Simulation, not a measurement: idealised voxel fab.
This section sets out a process module, namely voxel self aligned contacts.
Section cut is 220 nm wide and gridded with 5 nm square cells.
A cross-section in this document is a grid of square cells, and it is written down as bands, the top band listed before the ones below it; a band is made up of one or more rows of cells. This entry defines a band. It first specifies the height of the band's top and the height of its bottom in nm, and then specifies the band's materials from left to right, stating each material with its width in nm. The word "all across" identifies a single material that fills the band from edge to edge, while the word "blank" identifies empty space. Heights are measured from 0, the level below which the as-received wafer is all one material; the lowest band has no bottom and continues downward, written as in "0 down". The expression "30..40" gives the width at the extremes of the band, the first number at its top row of cells and the second at its bottom row, with the width changing by equal amounts from each row to the next in between. The designation "everything unchanged", where it is given for a processing step, indicates that no cell of the cross-section was altered in the course of that step. Entry "Fully sealed cavities". Content: empty spaces with no open connection to the top, size 8 cells or greater. Each: width x height at distance. Distance: from left edge. Unit: nm. Step line, after settings: the simulator's comment on this step. overlay nm: step with mask; distance mask lay right of planned place; negative value = left of planned place.
Below is the list of planned process steps
step 1: RECEIVE with material Si
step 2: OXIDIZE with depth nm 5
step 3: DIRECTIONAL_DEP with material polySi, thk nm 30
step 4: DIRECTIONAL_DEP with material SiN, thk nm 20
step 5: PATTERN with tone cover, mask id GATE, material resist, width nm 35, pitch nm 65, thk nm 15, overlay nm 0
step 6: DIRECTIONAL_ETCH with etch materials SiN, depth nm 20
step 7: DIRECTIONAL_ETCH with etch materials polySi, depth nm 30
step 8: STRIP with etch materials resist
step 9: CONFORMAL_DEP with material SiN, thk nm 5
step 10: DIRECTIONAL_ETCH with etch materials SiN, depth nm 5
step 11: FILL_DEP with material SiO2, thk nm 15
step 12: CMP with height nm 55
step 13: PATTERN with tone open, mask id CONTACT, material resist, width nm 50, pitch nm 65, thk nm 15, overlay nm 0
step 14: DIRECTIONAL_ETCH with etch materials SiO2, depth nm 60
step 15: STRIP with etch materials resist
step 16: CONFORMAL_DEP with material TiN, thk nm 5
step 17: FILL_DEP with material Ru, thk nm 10
step 18: CMP with height nm 55
step 19: CONFORMAL_DEP with material SiN, thk nm 5
Cross-section, incoming material, after step 1
    0 down | Si all across
    Fully sealed cavities: none
Sectioned view, first of two wafers, at the close of the module, processed as intended in the plan
    60 to 55 | SiN all across
    55 to 50 | SiO2 50, then TiN 20, then Ru 10, then TiN 20, then SiO2 15, then TiN 20, then Ru 10, then TiN 20, then SiO2 55
    50 to 30 | SiO2 20, then SiN 45, then TiN 5, then Ru 10, then TiN 5, then SiN 45, then TiN 5, then Ru 10, then TiN 5, then SiN 45, then SiO2 25
    30 to 0 | SiO2 20, then SiN 5, then polySi 35, then SiN 5, then TiN 5, then Ru 10, then TiN 5, then SiN 5, then polySi 35, then SiN 5, then TiN 5, then Ru 10, then TiN 5, then SiN 5, then polySi 35, then SiN 5, then SiO2 25
    0 to -5 | SiO2 65, then TiN 20, then SiO2 45, then TiN 20, then SiO2 70
    -5 down | Si all across
    Fully sealed cavities: none
End-of-module cross-section of the second wafer: identical starting point and process plan to the first, with one processing mistake
    60 to 55 | SiN all across
    55 to 50 | SiO2 50, then TiN 20, then Ru 10, then TiN 20, then SiO2 15, then TiN 20, then Ru 10, then TiN 20, then SiO2 55
    50 to 25 | SiO2 20, then SiN 5, then polySi 35, then SiN 5, then TiN 5, then Ru 10, then TiN 5, then SiN 5, then polySi 35, then SiN 5, then TiN 5, then Ru 10, then TiN 5, then SiN 5, then polySi 35, then SiN 5, then SiO2 25
    25 to 20 | SiO2 20, then SiN 5, then polySi 35, then SiN 5, then TiN 20, then SiN 5, then polySi 35, then SiN 5, then TiN 20, then SiN 5, then polySi 35, then SiN 5, then SiO2 25
    20 to 0 | SiN all across
    0 to -5 | SiO2 all across
    -5 down | Si all across
    Fully sealed cavities: none
It is concluded that the wafer was processed incorrectly with respect to the plan, in that plan steps 3 and 4 run swapped
Final tally in cells, some materials are higher or lower on the second wafer than on the first: Ru -20, SiN +68, SiO2 -28, TiN -20
